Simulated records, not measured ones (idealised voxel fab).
The process module presented herein is designated voxel gate over fins.
This is section cut - it's 235 nm across, gridded in 5 nm square cells.
Cross-section = grid of square cells, listed top down in bands; band = one or more rows.
Basically the band line says how high the top is and how high the bottom is, in nm, and then what's in it from left to right, every material with its width in nm. Empty space shows up as "air", and if a single material carries "edge to edge" it runs the full band edge to edge.
Height is counted from the level 0, under which the received wafer is composed throughout of one material. The lowest of the bands is not closed at the bottom but continues downward, in the notation "from 0 down".
The two numbers in a width such as "30..40" mark its ends across the band: the first belongs to the top row of cells, the second to the bottom row, and from each row to the next the width moves by the same amount.
Any step labelled "no modification" changed none of the cells in the cross-section.
Enclosed voids (no open way to top), threshold 8 cells or more, entry "Trapped cavities", notation width x height at distance, distance from left edge, nm.
Where a step's line continues beyond its settings, the continuation is a remark by the simulator itself on that step.
overlay nm, on a step with a mask: how far to the right of its planned place the mask lay; to the left if negative

# The steps planned for the process are as follows
- 1: RECEIVE, material Si
- 2: CONFORMAL_DEP, material SiN, thk nm 10
- 3: PATTERN, tone cover, mask id FINS, material resist, width nm 15, pitch nm 55, thk nm 15, overlay nm 0
- 4: DIRECTIONAL_ETCH, etch materials SiN, depth nm 10
- 5: DIRECTIONAL_ETCH, etch materials Si, depth nm 40
- 6: STRIP, etch materials resist
- 7: OXIDIZE, depth nm 5
- 8: FILL_DEP, material SiO2, thk nm 5
- 9: CMP, height nm 10
- 10: DIRECTIONAL_DEP, material aC, thk nm 15
- 11: PATTERN, tone open, mask id RAIL, material resist, width nm 15, thk nm 30, overlay nm 0
- 12: DIRECTIONAL_ETCH, etch materials aC, depth nm 15
- 13: STRIP, etch materials resist
- 14: DIRECTIONAL_ETCH, etch materials SiO2, depth nm 45
- 15: STRIP, etch materials aC
- 16: CONFORMAL_DEP, material TiN, thk nm 5
- 17: FILL_DEP, material Ru, thk nm 10
- 18: CMP, height nm 10
- 19: SELECTIVE_ETCH, etch materials W Ru TiN, depth nm 30
- 20: FILL_DEP, material SiO2, thk nm 5
- 21: CMP, height nm 10
- 22: SELECTIVE_ETCH, etch materials SiO2, depth nm 25
- 23: STRIP, etch materials SiN
- 24: CONFORMAL_DEP, material HfO2, thk nm 5
- 25: CONFORMAL_DEP, material TiN, thk nm 5
- 26: FILL_DEP, material W, thk nm 10
- 27: CMP, height nm 15
- 28: CONFORMAL_DEP, material SiN, thk nm 10

# Of two wafers, the first: run according to plan

# Wafer at receipt (post step 1), cross-section
> from 0 down = Si edge to edge
> Trapped cavities: none

# Upon completion of step 2, the wafer appears in cross-section as shown
> from 10 to 0 = SiN edge to edge
> All layers under 0 are left as they were.

# Upon completion of step 3, the wafer appears in cross-section as shown
> from 25 to 10 = air=55 | resist=15 | air=40 | resist=15 | air=40 | resist=15 | air=55
> All layers under 10 are left as they were.

# Upon completion of step 4, the wafer appears in cross-section as shown
> from 25 to 10 = air=55 | resist=15 | air=40 | resist=15 | air=40 | resist=15 | air=55
> from 10 to 0 = air=55 | SiN=15 | air=40 | SiN=15 | air=40 | SiN=15 | air=55
> All layers under 0 are left as they were.

# Upon completion of step 5, the wafer appears in cross-section as shown
> from 25 to 10 = air=55 | resist=15 | air=40 | resist=15 | air=40 | resist=15 | air=55
> from 10 to 0 = air=55 | SiN=15 | air=40 | SiN=15 | air=40 | SiN=15 | air=55
> from 0 to -40 = air=55 | Si=15 | air=40 | Si=15 | air=40 | Si=15 | air=55
> All layers under -40 are left as they were.

# Upon completion of step 6, the wafer appears in cross-section as shown
> from 10 to 0 = air=55 | SiN=15 | air=40 | SiN=15 | air=40 | SiN=15 | air=55
> All layers under 0 are left as they were.

# Upon completion of step 7, the wafer appears in cross-section as shown
> from 10 to 0 = air=55 | SiN=15 | air=40 | SiN=15 | air=40 | SiN=15 | air=55
> from 0 to -40 = air=55 | SiO2=5 | Si=5 | SiO2=5 | air=40 | SiO2=5 | Si=5 | SiO2=5 | air=40 | SiO2=5 | Si=5 | SiO2=5 | air=55
> from -40 to -45 = SiO2=60 | Si=5 | SiO2=50 | Si=5 | SiO2=50 | Si=5 | SiO2=60
> All layers under -45 are left as they were.

# Upon completion of step 8, the wafer appears in cross-section as shown
> from 15 to 10 = SiO2 edge to edge
> from 10 to 0 = SiO2=55 | SiN=15 | SiO2=40 | SiN=15 | SiO2=40 | SiN=15 | SiO2=55
> from 0 to -45 = SiO2=60 | Si=5 | SiO2=50 | Si=5 | SiO2=50 | Si=5 | SiO2=60
> All layers under -45 are left as they were.

# Upon completion of step 9, the wafer appears in cross-section as shown
> from 10 to 0 = SiO2=55 | SiN=15 | SiO2=40 | SiN=15 | SiO2=40 | SiN=15 | SiO2=55
> All layers under 0 are left as they were.

# Upon completion of step 10, the wafer appears in cross-section as shown
> from 25 to 10 = aC edge to edge
> All layers under 10 are left as they were.

# Upon completion of step 11, the wafer appears in cross-section as shown
> from 55 to 25 = resist=80 | air=15 | resist=140
> All layers under 25 are left as they were.

# Upon completion of step 12, the wafer appears in cross-section as shown
> from 40 to 25 = resist=80 | air=15 | resist=140
> from 25 to 10 = aC=80 | air=15 | aC=140
> All layers under 10 are left as they were.

# Upon completion of step 13, the wafer appears in cross-section as shown
> from 25 to 10 = aC=80 | air=15 | aC=140
> All layers under 10 are left as they were.

# Upon completion of step 14, the wafer appears in cross-section as shown
> from 25 to 10 = aC=80 | air=15 | aC=140
> from 10 to 0 = SiO2=55 | SiN=15 | SiO2=10 | air=15 | SiO2=15 | SiN=15 | SiO2=40 | SiN=15 | SiO2=55
> from 0 to -35 = SiO2=60 | Si=5 | SiO2=15 | air=15 | SiO2=20 | Si=5 | SiO2=50 | Si=5 | SiO2=60
> All layers under -35 are left as they were.

# Upon completion of step 15, the wafer appears in cross-section as shown
> from 10 to 0 = SiO2=55 | SiN=15 | SiO2=10 | air=15 | SiO2=15 | SiN=15 | SiO2=40 | SiN=15 | SiO2=55
> All layers under 0 are left as they were.

# Upon completion of step 16, the wafer appears in cross-section as shown
> from 15 to 10 = TiN=85 | air=5 | TiN=145
> from 10 to 0 = SiO2=55 | SiN=15 | SiO2=10 | TiN=5 | air=5 | TiN=5 | SiO2=15 | SiN=15 | SiO2=40 | SiN=15 | SiO2=55
> from 0 to -30 = SiO2=60 | Si=5 | SiO2=15 | TiN=5 | air=5 | TiN=5 | SiO2=20 | Si=5 | SiO2=50 | Si=5 | SiO2=60
> from -30 to -35 = SiO2=60 | Si=5 | SiO2=15 | TiN=15 | SiO2=20 | Si=5 | SiO2=50 | Si=5 | SiO2=60
> All layers under -35 are left as they were.

# Upon completion of step 17, the wafer appears in cross-section as shown
> from 25 to 15 = Ru edge to edge
> from 15 to 10 = TiN=85 | Ru=5 | TiN=145
> from 10 to 0 = SiO2=55 | SiN=15 | SiO2=10 | TiN=5 | Ru=5 | TiN=5 | SiO2=15 | SiN=15 | SiO2=40 | SiN=15 | SiO2=55
> from 0 to -30 = SiO2=60 | Si=5 | SiO2=15 | TiN=5 | Ru=5 | TiN=5 | SiO2=20 | Si=5 | SiO2=50 | Si=5 | SiO2=60
> All layers under -30 are left as they were.

# Upon completion of step 18, the wafer appears in cross-section as shown
> from 10 to 0 = SiO2=55 | SiN=15 | SiO2=10 | TiN=5 | Ru=5 | TiN=5 | SiO2=15 | SiN=15 | SiO2=40 | SiN=15 | SiO2=55
> All layers under 0 are left as they were.

# Upon completion of step 19, the wafer appears in cross-section as shown
> from 10 to 0 = SiO2=55 | SiN=15 | SiO2=10 | air=15 | SiO2=15 | SiN=15 | SiO2=40 | SiN=15 | SiO2=55
> from 0 to -20 = SiO2=60 | Si=5 | SiO2=15 | air=15 | SiO2=20 | Si=5 | SiO2=50 | Si=5 | SiO2=60
> All layers under -20 are left as they were.

# Upon completion of step 20, the wafer appears in cross-section as shown
> from 15 to 10 = SiO2 edge to edge
> from 10 to 0 = SiO2=55 | SiN=15 | SiO2=40 | SiN=15 | SiO2=40 | SiN=15 | SiO2=55
> from 0 to -20 = SiO2=60 | Si=5 | SiO2=50 | Si=5 | SiO2=50 | Si=5 | SiO2=60
> All layers under -20 are left as they were.

# Upon completion of step 21, the wafer appears in cross-section as shown
> from 10 to 0 = SiO2=55 | SiN=15 | SiO2=40 | SiN=15 | SiO2=40 | SiN=15 | SiO2=55
> All layers under 0 are left as they were.

# Upon completion of step 22, the wafer appears in cross-section as shown
> from 10 to 0 = air=55 | SiN=15 | air=40 | SiN=15 | air=40 | SiN=15 | air=55
> from 0 to -15 = air=60 | Si=5 | air=50 | Si=5 | air=50 | Si=5 | air=60
> All layers under -15 are left as they were.

# Upon completion of step 23, the wafer appears in cross-section as shown
> from 0 to -15 = air=60 | Si=5 | air=50 | Si=5 | air=50 | Si=5 | air=60
> All layers under -15 are left as they were.

# Upon completion of step 24, the wafer appears in cross-section as shown
> from 5 to 0 = air=55 | HfO2=15 | air=40 | HfO2=15 | air=40 | HfO2=15 | air=55
> from 0 to -10 = air=55 | HfO2=5 | Si=5 | HfO2=5 | air=40 | HfO2=5 | Si=5 | HfO2=5 | air=40 | HfO2=5 | Si=5 | HfO2=5 | air=55
> from -10 to -15 = HfO2=60 | Si=5 | HfO2=50 | Si=5 | HfO2=50 | Si=5 | HfO2=60
> All layers under -15 are left as they were.

# Upon completion of step 25, the wafer appears in cross-section as shown
> from 10 to 5 = air=50 | TiN=25 | air=30 | TiN=25 | air=30 | TiN=25 | air=50
> from 5 to 0 = air=50 | TiN=5 | HfO2=15 | TiN=5 | air=30 | TiN=5 | HfO2=15 | TiN=5 | air=30 | TiN=5 | HfO2=15 | TiN=5 | air=50
> from 0 to -5 = air=50 | TiN=5 | HfO2=5 | Si=5 | HfO2=5 | TiN=5 | air=30 | TiN=5 | HfO2=5 | Si=5 | HfO2=5 | TiN=5 | air=30 | TiN=5 | HfO2=5 | Si=5 | HfO2=5 | TiN=5 | air=50
> from -5 to -10 = TiN=55 | HfO2=5 | Si=5 | HfO2=5 | TiN=40 | HfO2=5 | Si=5 | HfO2=5 | TiN=40 | HfO2=5 | Si=5 | HfO2=5 | TiN=55
> All layers under -10 are left as they were.

# Upon completion of step 26, the wafer appears in cross-section as shown
> from 20 to 10 = W edge to edge
> from 10 to 5 = W=50 | TiN=25 | W=30 | TiN=25 | W=30 | TiN=25 | W=50
> from 5 to 0 = W=50 | TiN=5 | HfO2=15 | TiN=5 | W=30 | TiN=5 | HfO2=15 | TiN=5 | W=30 | TiN=5 | HfO2=15 | TiN=5 | W=50
> from 0 to -5 = W=50 | TiN=5 | HfO2=5 | Si=5 | HfO2=5 | TiN=5 | W=30 | TiN=5 | HfO2=5 | Si=5 | HfO2=5 | TiN=5 | W=30 | TiN=5 | HfO2=5 | Si=5 | HfO2=5 | TiN=5 | W=50
> All layers under -5 are left as they were.

# Upon completion of step 27, the wafer appears in cross-section as shown
> from 15 to 10 = W edge to edge
> All layers under 10 are left as they were.

# Upon completion of step 28, the wafer appears in cross-section as shown
> from 25 to 15 = SiN edge to edge
> All layers under 15 are left as they were.

# Wafer two of two - same starting point, same process plan, one mistake in execution; matches wafer one up to and including step 27

# Here is the second wafer in cross-section at the point where step 28 of the plan should have been done
> from 20 to 15 = SiN edge to edge
> All layers under 15 are left as they were.
The mistake made against the process plan was this: rather than as planned, step 28 actually ran as CONFORMAL_DEP, material SiN, thk nm 5
End check, counted in cells, second wafer has more or fewer of these materials than the first: 47 fewer of SiN
